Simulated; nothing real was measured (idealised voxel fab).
The following process module bears the name voxel transistor to metal.
The figure presents cross-section cut, which has a width of 215 nm and is divided into square cells with an edge length of 5 nm.
For the purposes of this document, a cross-section shall be understood as a grid of square cells, specified as bands listed in top-to-bottom order, each band consisting of one or more rows of cells.
Basically the band line says how high the top is and how high the bottom is, in nm, and then what's in it from left to right, every material with its width in nm. Empty space shows up as "empty", and if a single material carries "edge to edge" it runs the full band edge to edge.
Height datum 0, below which the as-received substrate wafer is one material. Lowest band open at the bottom, running downward: "0 nm and below".
When a width is written as two numbers, as in "30->40", the first number is the width in the top row of cells of the band and the second is the width in its bottom row, and the width changes by the same amount from each row to the next.
"identical to before" after a step means that no cell of the cross-section changed.
"Closed void list": sealed empty spaces, 8 cells or more, no open way to top, listed width x height at distance, with distance from the left edge and width, height and distance in nm.
Text after the settings on a step's line: the simulator's own remark on that step.
overlay nm: for a step with a mask, the amount by which the mask lay right of where it was planned; a negative amount means left of it.

THE PLANNED PROCESS STEPS ARE ENUMERATED HEREUNDER
1. RECEIVE, material Si
2. OXIDIZE, depth nm 5
3. CONFORMAL_DEP, material SiN, thk nm 10
4. MASKED_ETCH, tone cover, mask id ACTIVE, width nm 125, etch materials SiN, depth nm 10, overlay nm 0
5. MASKED_ETCH, tone cover, mask id ACTIVE, width nm 125, etch materials SiO2, depth nm 5, overlay nm 0
6. MASKED_ETCH, tone cover, mask id ACTIVE, width nm 125, etch materials Si, depth nm 20, overlay nm 0
7. FILL_DEP, material SiO2, thk nm 5
8. CMP, height nm 10
9. SELECTIVE_ETCH, etch materials SiO2, depth nm 10
10. STRIP, etch materials SiN
11. SELECTIVE_ETCH, etch materials SiO2, depth nm 5
12. OXIDIZE, depth nm 5
13. DIRECTIONAL_DEP, material polySi, thk nm 20
14. DIRECTIONAL_DEP, material SiCN, thk nm 15
15. DIRECTIONAL_DEP, material aC, thk nm 15
16. PATTERN, tone cover, mask id GATE, material resist, width nm 35, thk nm 35, overlay nm 0
17. DIRECTIONAL_ETCH, etch materials aC, depth nm 15
18. STRIP, etch materials resist
19. DIRECTIONAL_ETCH, etch materials SiCN, depth nm 25
20. DIRECTIONAL_ETCH, etch materials polySi, depth nm 30
21. STRIP, etch materials aC
22. CONFORMAL_DEP, material SiO2, thk nm 5
23. DIRECTIONAL_ETCH, etch materials SiO2, depth nm 5
24. CONFORMAL_DEP, material SiN, thk nm 10
25. DIRECTIONAL_ETCH, etch materials SiN, depth nm 10
26. DIRECTIONAL_ETCH, etch materials SiO2, depth nm 5
27. DIRECTIONAL_ETCH, etch materials Si, depth nm 5
28. EPI, material pSi, thk nm 5
29. FILL_DEP, material SiO2, thk nm 10
30. CMP, height nm 15
31. STRIP, etch materials polySi
32. SELECTIVE_ETCH, etch materials SiO2, depth nm 5
33. CONFORMAL_DEP, material HfO2, thk nm 5
34. CONFORMAL_DEP, material TiN, thk nm 5
35. FILL_DEP, material W, thk nm 10
36. CMP, height nm 10
37. DIRECTIONAL_DEP, material SiO2, thk nm 10
38. PATTERN, tone open, mask id CONTACT, material resist, width nm 20, pitch nm 85, thk nm 15, overlay nm 0
39. DIRECTIONAL_ETCH, etch materials SiO2, depth nm 30
40. STRIP, etch materials resist
41. CONFORMAL_DEP, material TiN, thk nm 5
42. FILL_DEP, material Ru, thk nm 5
43. CMP, height nm 20
44. DIRECTIONAL_DEP, material TiN, thk nm 5
45. DIRECTIONAL_DEP, material W, thk nm 15
46. DIRECTIONAL_DEP, material aC, thk nm 15
47. PATTERN, tone cover, mask id METAL_1, material resist, width nm 20, pitch nm 85, thk nm 35, overlay nm 0
48. DIRECTIONAL_ETCH, etch materials aC, depth nm 15
49. STRIP, etch materials resist
50. DIRECTIONAL_ETCH, etch materials W, depth nm 15
51. DIRECTIONAL_ETCH, etch materials TiN, depth nm 5
52. STRIP, etch materials aC
53. FILL_DEP, material lowk, thk nm 10
54. CMP, height nm 40
55. CONFORMAL_DEP, material SiCN, thk nm 5

CROSS-SECTION: WAFER ON ARRIVAL = AFTER STEP 1
  0 nm and below | Si edge to edge
  Closed void list: none

THE MODULE WAS RUN FROM THE START SHOWN ABOVE USING THE PLAN SHOWN ABOVE, BUT ONE MISTAKE WAS MADE DOING IT; THE RESULTING WAFER CROSS-SECTION IS BELOW
  45 nm to 40 nm | SiCN edge to edge
  40 nm to 25 nm | 55 nm lowk  20 nm W  65 nm lowk  20 nm W  55 nm lowk
  25 nm to 20 nm | 55 nm lowk  20 nm TiN  65 nm lowk  20 nm TiN  55 nm lowk
  20 nm to 10 nm | 60 nm SiO2  5 nm TiN  5 nm Ru  5 nm TiN  70 nm SiO2  5 nm TiN  5 nm Ru  5 nm TiN  55 nm SiO2
  10 nm to 0 nm | 60 nm SiO2  5 nm TiN  5 nm Ru  5 nm TiN  10 nm SiN  5 nm HfO2  5 nm TiN  25 nm W  5 nm TiN  5 nm HfO2  10 nm SiN  5 nm SiO2  5 nm TiN  5 nm Ru  5 nm TiN  55 nm SiO2
  0 nm to -5 nm | 60 nm SiO2  15 nm TiN  10 nm SiN  5 nm HfO2  35 nm TiN  5 nm HfO2  10 nm SiN  5 nm SiO2  5 nm TiN  5 nm Ru  5 nm TiN  55 nm SiO2
  -5 nm to -10 nm | 60 nm SiO2  10 nm TiN  5 nm pSi  10 nm SiO2  45 nm HfO2  10 nm SiO2  5 nm pSi  15 nm TiN  55 nm SiO2
  -10 nm to -15 nm | 45 nm SiO2  30 nm pSi  65 nm Si  30 nm pSi  45 nm SiO2
  -15 nm to -25 nm | 45 nm SiO2  125 nm Si  45 nm SiO2
  -25 nm and below | Si edge to edge
  Closed void list: none
Heads up, the wafer didn't run the way we planned it: so step 38 ended up running with a different setting than we planned, it ran as PATTERN, tone open, mask id CONTACT, material resist, width nm 15, pitch nm 85, thk nm 15, overlay nm 0
